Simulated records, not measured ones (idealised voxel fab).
This is a process module. Its name is voxel ribs on slabs.
The cross-section shown here is cut; it is 260 nm wide and divided into square cells measuring 5 nm on a side.
Bands, listed from the top down, are how a cross-section gets written in this document; the cross-section itself is a grid of square cells, and a band is one or more rows of them.
Top height, bottom height, nm. Materials left to right, width each, nm. Single material + "everywhere" = fills band edge to edge. "air" = empty.
Height is counted from the level 0, under which the received wafer is composed throughout of one material. The lowest of the bands is not closed at the bottom but continues downward, in the notation "top 0, no bottom".
The two numbers in a width such as "30..40" mark its ends across the band: the first belongs to the top row of cells, the second to the bottom row, and from each row to the next the width moves by the same amount.
No cell of the cross-section changed in a step that is given as "left unchanged".
Heads up: "Closed internal cavities" only lists the empty pockets with no open path to the top that are 8 cells or more, and it writes them as width x height at distance, distance from the left edge, in nm.
Formally, on a step line, whatever follows the settings is a remark that the simulator itself makes on the step.
overlay nm: mask right of planned place by this much (step with mask). Neg. = left.

# So here's the lineup of process steps we planned
- 1: RECEIVE with material Si
- 2: DIRECTIONAL_DEP with material SiO2, thk nm 20
- 3: DIRECTIONAL_DEP with material SiN, thk nm 15
- 4: PATTERN with tone cover, mask id RIB, material resist, width nm 15, thk nm 15, overlay nm 0
- 5: DIRECTIONAL_ETCH with etch materials SiN, depth nm 5
- 6: STRIP with etch materials resist
- 7: DIRECTIONAL_DEP with material aC, thk nm 10
- 8: PATTERN with tone cover, mask id SLAB, material resist, width nm 65, thk nm 30, overlay nm 0
- 9: DIRECTIONAL_ETCH with etch materials aC, depth nm 10
- 10: STRIP with etch materials resist
- 11: DIRECTIONAL_ETCH with etch materials SiN, depth nm 10
- 12: STRIP with etch materials aC
- 13: FILL_DEP with material SiO2, thk nm 15
- 14: CMP with height nm 45
- 15: DIRECTIONAL_DEP with material TiN, thk nm 5
- 16: DIRECTIONAL_DEP with material aC, thk nm 10
- 17: PATTERN with tone cover, mask id HEATER, material resist, width nm 25, thk nm 25, overlay nm 0
- 18: DIRECTIONAL_ETCH with etch materials aC, depth nm 10
- 19: STRIP with etch materials resist
- 20: DIRECTIONAL_ETCH with etch materials TiN, depth nm 5
- 21: STRIP with etch materials aC
- 22: CONFORMAL_DEP with material SiO2, thk nm 10

# Delivered wafer in cross-section: state after step 1
  top 0, no bottom  Si everywhere
  Closed internal cavities: none

# First of two wafers: cross-section at end of module, run per plan
  top 60, bottom 55  air: 105; SiO2: 45; air: 110
  top 55, bottom 50  SiO2 everywhere
  top 50, bottom 45  SiO2: 115; TiN: 25; SiO2: 120
  top 45, bottom 35  SiO2 everywhere
  top 35, bottom 30  SiO2: 120; SiN: 15; SiO2: 125
  top 30, bottom 20  SiO2: 95; SiN: 65; SiO2: 100
  top 20, bottom 0  SiO2 everywhere
  top 0, no bottom  Si everywhere
  Closed internal cavities: none

# So this is wafer number two of the two, cut at the end of the module - it started where the first did and had the same plan, we just got one thing wrong running it
  top 60, bottom 55  air: 110; SiO2: 35; air: 115
  top 55, bottom 50  SiO2 everywhere
  top 50, bottom 45  SiO2: 120; TiN: 15; SiO2: 125
  top 45, bottom 35  SiO2 everywhere
  top 35, bottom 30  SiO2: 120; SiN: 15; SiO2: 125
  top 30, bottom 20  SiO2: 95; SiN: 65; SiO2: 100
  top 20, bottom 0  SiO2 everywhere
  top 0, no bottom  Si everywhere
  Closed internal cavities: none
What was done differently from what was planned? step 17 was run on a setting that differed from the plan, and what really ran there is PATTERN with tone cover, mask id HEATER, material resist, width nm 15, thk nm 25, overlay nm 0
Per the end-of-run cell counts, the second wafer holds more or fewer of some materials than the first: TiN: 2 fewer
